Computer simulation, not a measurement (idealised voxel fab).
process module | voxel trench capacitor
cross-section cut | 260 nm wide | cells 5 nm
A cross-section is a grid of square cells, given in bands from the top down. A band is one or more rows of cells.
Each band's line starts with the height of the band's top and of its bottom, in nm. Then come its materials from left to right, each with its width in nm. One material with "throughout" fills the band from edge to edge. "air" is empty space.
Height 0 is the level under which the wafer as received is all one material. The lowest band goes on downwards, as in "0 down".
A width such as "30 to 40" changes by the same amount from each row of cells to the next, from the band's top row to its bottom row.
"no change" after a step means that no cell of the cross-section changed.
closed voids: empty space of 8 cells or more with no open way to the top, each as width x height at its distance from the left edge, in nm
after a step's settings: what the simulator itself notes on the step
overlay nm, on a step with a mask: how far to the right of its planned place the mask lay; to the left if negative
plan
1 op RECEIVE | material Si
2 op CONFORMAL_DEP | material SiN | thk nm 10
3 op PATTERN | tone open | mask id TRENCH | material resist | width nm 25 | pitch nm 45 | thk nm 15 | overlay nm 0
4 op DIRECTIONAL_ETCH | etch materials SiN | depth nm 10
5 op DIRECTIONAL_ETCH | etch materials Si | depth nm 40
6 op STRIP | etch materials resist
7 op CONFORMAL_DEP | material Al2O3 | thk nm 5
8 op CONFORMAL_DEP | material TiN | thk nm 5
9 op FILL_DEP | material W | thk nm 5
10 op CMP | height nm 10
first wafer, as planned
as received, after step 1
  0 down: Si throughout
  closed voids: none
after step 2
  10 to 0: SiN throughout
  below 0: unchanged
after step 3
  25 to 10: resist 50 | air 25 | resist 20 | air 25 | resist 20 | air 25 | resist 20 | air 25 | resist 50
  below 10: unchanged
after step 4
  25 to 10: resist 50 | air 25 | resist 20 | air 25 | resist 20 | air 25 | resist 20 | air 25 | resist 50
  10 to 0: SiN 50 | air 25 | SiN 20 | air 25 | SiN 20 | air 25 | SiN 20 | air 25 | SiN 50
  below 0: unchanged
after step 5
  25 to 10: resist 50 | air 25 | resist 20 | air 25 | resist 20 | air 25 | resist 20 | air 25 | resist 50
  10 to 0: SiN 50 | air 25 | SiN 20 | air 25 | SiN 20 | air 25 | SiN 20 | air 25 | SiN 50
  0 to -40: Si 50 | air 25 | Si 20 | air 25 | Si 20 | air 25 | Si 20 | air 25 | Si 50
  below -40: unchanged
after step 6
  10 to 0: SiN 50 | air 25 | SiN 20 | air 25 | SiN 20 | air 25 | SiN 20 | air 25 | SiN 50
  below 0: unchanged
after step 7
  15 to 10: Al2O3 55 | air 15 | Al2O3 30 | air 15 | Al2O3 30 | air 15 | Al2O3 30 | air 15 | Al2O3 55
  10 to 0: SiN 50 | Al2O3 5 | air 15 | Al2O3 5 | SiN 20 | Al2O3 5 | air 15 | Al2O3 5 | SiN 20 | Al2O3 5 | air 15 | Al2O3 5 | SiN 20 | Al2O3 5 | air 15 | Al2O3 5 | SiN 50
  0 to -35: Si 50 | Al2O3 5 | air 15 | Al2O3 5 | Si 20 | Al2O3 5 | air 15 | Al2O3 5 | Si 20 | Al2O3 5 | air 15 | Al2O3 5 | Si 20 | Al2O3 5 | air 15 | Al2O3 5 | Si 50
  -35 to -40: Si 50 | Al2O3 25 | Si 20 | Al2O3 25 | Si 20 | Al2O3 25 | Si 20 | Al2O3 25 | Si 50
  below -40: unchanged
after step 8
  20 to 15: TiN 60 | air 5 | TiN 40 | air 5 | TiN 40 | air 5 | TiN 40 | air 5 | TiN 60
  15 to 10: Al2O3 55 | TiN 5 | air 5 | TiN 5 | Al2O3 30 | TiN 5 | air 5 | TiN 5 | Al2O3 30 | TiN 5 | air 5 | TiN 5 | Al2O3 30 | TiN 5 | air 5 | TiN 5 | Al2O3 55
  10 to 0: SiN 50 | Al2O3 5 | TiN 5 | air 5 | TiN 5 | Al2O3 5 | SiN 20 | Al2O3 5 | TiN 5 | air 5 | TiN 5 | Al2O3 5 | SiN 20 | Al2O3 5 | TiN 5 | air 5 | TiN 5 | Al2O3 5 | SiN 20 | Al2O3 5 | TiN 5 | air 5 | TiN 5 | Al2O3 5 | SiN 50
  0 to -30: Si 50 | Al2O3 5 | TiN 5 | air 5 | TiN 5 | Al2O3 5 | Si 20 | Al2O3 5 | TiN 5 | air 5 | TiN 5 | Al2O3 5 | Si 20 | Al2O3 5 | TiN 5 | air 5 | TiN 5 | Al2O3 5 | Si 20 | Al2O3 5 | TiN 5 | air 5 | TiN 5 | Al2O3 5 | Si 50
  -30 to -35: Si 50 | Al2O3 5 | TiN 15 | Al2O3 5 | Si 20 | Al2O3 5 | TiN 15 | Al2O3 5 | Si 20 | Al2O3 5 | TiN 15 | Al2O3 5 | Si 20 | Al2O3 5 | TiN 15 | Al2O3 5 | Si 50
  below -35: unchanged
after step 9
  25 to 20: W throughout
  20 to 15: TiN 60 | W 5 | TiN 40 | W 5 | TiN 40 | W 5 | TiN 40 | W 5 | TiN 60
  15 to 10: Al2O3 55 | TiN 5 | W 5 | TiN 5 | Al2O3 30 | TiN 5 | W 5 | TiN 5 | Al2O3 30 | TiN 5 | W 5 | TiN 5 | Al2O3 30 | TiN 5 | W 5 | TiN 5 | Al2O3 55
  10 to 0: SiN 50 | Al2O3 5 | TiN 5 | W 5 | TiN 5 | Al2O3 5 | SiN 20 | Al2O3 5 | TiN 5 | W 5 | TiN 5 | Al2O3 5 | SiN 20 | Al2O3 5 | TiN 5 | W 5 | TiN 5 | Al2O3 5 | SiN 20 | Al2O3 5 | TiN 5 | W 5 | TiN 5 | Al2O3 5 | SiN 50
  0 to -30: Si 50 | Al2O3 5 | TiN 5 | W 5 | TiN 5 | Al2O3 5 | Si 20 | Al2O3 5 | TiN 5 | W 5 | TiN 5 | Al2O3 5 | Si 20 | Al2O3 5 | TiN 5 | W 5 | TiN 5 | Al2O3 5 | Si 20 | Al2O3 5 | TiN 5 | W 5 | TiN 5 | Al2O3 5 | Si 50
  below -30: unchanged
after step 10
  10 to 0: SiN 50 | Al2O3 5 | TiN 5 | W 5 | TiN 5 | Al2O3 5 | SiN 20 | Al2O3 5 | TiN 5 | W 5 | TiN 5 | Al2O3 5 | SiN 20 | Al2O3 5 | TiN 5 | W 5 | TiN 5 | Al2O3 5 | SiN 20 | Al2O3 5 | TiN 5 | W 5 | TiN 5 | Al2O3 5 | SiN 50
  below 0: unchanged
second wafer: like start, like plan, one mistake. Through step 9 it matches the first wafer
when step 10 should have ended: no change
what went wrong: step 10 was left out
at the end the second wafer has, in cells: 40 more of Al2O3 | 56 more of TiN | 60 more of W
